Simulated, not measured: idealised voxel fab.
Process module, titled voxel spacer lines
Section cut is 265 nm wide and gridded with 5 nm square cells.
In this document a cross-section is written as a grid of square cells. It is given as a series of bands, listed from the top down, and a band is one or more rows of cells.
This entry defines a band. It first specifies the height of the band's top and the height of its bottom in nm, and then specifies the band's materials from left to right, stating each material with its width in nm. The word "throughout" identifies a single material that fills the band from edge to edge, while the word "blank" identifies empty space.
Where do heights start? At 0: under that level the wafer as delivered is made of one material only. And the lowest band has no floor; it just carries on downward, as in "from 0 down".
When a width is written as two numbers, as in "30 to 40", the first number is the width in the top row of cells of the band and the second is the width in its bottom row, and the width changes by the same amount from each row to the next.
For the purposes of this document, the phrase "remains unaltered" attached to a step denotes that no cell within the cross-section was modified by that step.
Empty spaces without an open route to the top, at least 8 cells in extent, make up the entry "Sealed voids"; each is given as width x height at distance, where the distance is measured from the left edge, and all are in nm.
Formally, on a step line, whatever follows the settings is a remark that the simulator itself makes on the step.
overlay nm: mask offset rightward from planned place, masked step; negative means leftward offset.

-- The planned process steps are enumerated hereunder
1 RECEIVE with material Si
2 CONFORMAL_DEP with material SiO2, thk nm 10
3 DIRECTIONAL_DEP with material polySi, thk nm 20
4 DIRECTIONAL_DEP with material aC, thk nm 20
5 PATTERN with tone cover, mask id MANDREL, material resist, width nm 20, pitch nm 60, thk nm 30, overlay nm 0
6 DIRECTIONAL_ETCH with etch materials aC, depth nm 20
7 STRIP with etch materials resist
8 CONFORMAL_DEP with material SiN, thk nm 10
9 DIRECTIONAL_ETCH with etch materials SiN, depth nm 10
10 STRIP with etch materials aC
11 DIRECTIONAL_ETCH with etch materials polySi, depth nm 20
12 STRIP with etch materials SiN
13 FILL_DEP with material SiO2, thk nm 5
14 CMP with height nm 30

-- first wafer, as planned

-- This is the cross-section of the wafer as we received it, i.e. after step 1
	from 0 down  Si throughout
	Sealed voids: none

-- Cross-section of the wafer subsequent to step 2
	from 10 to 0  SiO2 throughout
	Below 0 it's all the same as before, nothing changed down there.

-- Cross-section of the wafer subsequent to step 3
	from 30 to 10  polySi throughout
	Below 10 it's all the same as before, nothing changed down there.

-- Cross-section of the wafer subsequent to step 4
	from 50 to 30  aC throughout
	Below 30 it's all the same as before, nothing changed down there.

-- Cross-section of the wafer subsequent to step 5
	from 80 to 50  60 blank, 20 resist, 40 blank, 20 resist, 40 blank, 20 resist, 65 blank
	Below 50 it's all the same as before, nothing changed down there.

-- Cross-section of the wafer subsequent to step 6
	from 60 to 50  60 blank, 20 resist, 40 blank, 20 resist, 40 blank, 20 resist, 65 blank
	from 50 to 30  60 blank, 20 aC, 40 blank, 20 aC, 40 blank, 20 aC, 65 blank
	Below 30 it's all the same as before, nothing changed down there.

-- Cross-section of the wafer subsequent to step 7
	from 50 to 30  60 blank, 20 aC, 40 blank, 20 aC, 40 blank, 20 aC, 65 blank
	Below 30 it's all the same as before, nothing changed down there.

-- Cross-section of the wafer subsequent to step 8
	from 60 to 50  50 blank, 40 SiN, 20 blank, 40 SiN, 20 blank, 40 SiN, 55 blank
	from 50 to 40  50 blank, 10 SiN, 20 aC, 10 SiN, 20 blank, 10 SiN, 20 aC, 10 SiN, 20 blank, 10 SiN, 20 aC, 10 SiN, 55 blank
	from 40 to 30  60 SiN, 20 aC, 40 SiN, 20 aC, 40 SiN, 20 aC, 65 SiN
	Below 30 it's all the same as before, nothing changed down there.

-- Cross-section of the wafer subsequent to step 9
	from 50 to 30  50 blank, 10 SiN, 20 aC, 10 SiN, 20 blank, 10 SiN, 20 aC, 10 SiN, 20 blank, 10 SiN, 20 aC, 10 SiN, 55 blank
	Below 30 it's all the same as before, nothing changed down there.

-- Cross-section of the wafer subsequent to step 10
	from 50 to 30  50 blank, 10 SiN, 20 blank, 10 SiN, 20 blank, 10 SiN, 20 blank, 10 SiN, 20 blank, 10 SiN, 20 blank, 10 SiN, 55 blank
	Below 30 it's all the same as before, nothing changed down there.

-- Cross-section of the wafer subsequent to step 11
	from 50 to 30  50 blank, 10 SiN, 20 blank, 10 SiN, 20 blank, 10 SiN, 20 blank, 10 SiN, 20 blank, 10 SiN, 20 blank, 10 SiN, 55 blank
	from 30 to 10  50 blank, 10 polySi, 20 blank, 10 polySi, 20 blank, 10 polySi, 20 blank, 10 polySi, 20 blank, 10 polySi, 20 blank, 10 polySi, 55 blank
	Below 10 it's all the same as before, nothing changed down there.

-- Cross-section of the wafer subsequent to step 12
	from 30 to 10  50 blank, 10 polySi, 20 blank, 10 polySi, 20 blank, 10 polySi, 20 blank, 10 polySi, 20 blank, 10 polySi, 20 blank, 10 polySi, 55 blank
	Below 10 it's all the same as before, nothing changed down there.

-- Cross-section of the wafer subsequent to step 13
	from 35 to 30  SiO2 throughout
	from 30 to 10  50 SiO2, 10 polySi, 20 SiO2, 10 polySi, 20 SiO2, 10 polySi, 20 SiO2, 10 polySi, 20 SiO2, 10 polySi, 20 SiO2, 10 polySi, 55 SiO2
	Below 10 it's all the same as before, nothing changed down there.

-- Cross-section of the wafer subsequent to step 14
	from 30 to 10  50 SiO2, 10 polySi, 20 SiO2, 10 polySi, 20 SiO2, 10 polySi, 20 SiO2, 10 polySi, 20 SiO2, 10 polySi, 20 SiO2, 10 polySi, 55 SiO2
	Below 10 it's all the same as before, nothing changed down there.

-- Second Wafer (Identical Start and Plan, One Processing Error; Matches First Wafer Through Step 12)

-- Cross-section, second wafer, at the end time the plan gives for step 13
	from 35 to 30  aC throughout
	from 30 to 10  50 aC, 10 polySi, 20 aC, 10 polySi, 20 aC, 10 polySi, 20 aC, 10 polySi, 20 aC, 10 polySi, 20 aC, 10 polySi, 55 aC
	Below 10 it's all the same as before, nothing changed down there.

-- Cross-section, second wafer, at the end time the plan gives for step 14
	from 30 to 10  50 aC, 10 polySi, 20 aC, 10 polySi, 20 aC, 10 polySi, 20 aC, 10 polySi, 20 aC, 10 polySi, 20 aC, 10 polySi, 55 aC
	Below 10 it's all the same as before, nothing changed down there.
what went wrong: heads up, step 13 didn't go per plan, it actually ran as FILL_DEP with material aC, thk nm 5
FYI, end of process, the second wafer has more or fewer cells of some materials than the first: SiO2: 164 fewer; aC: 164 more
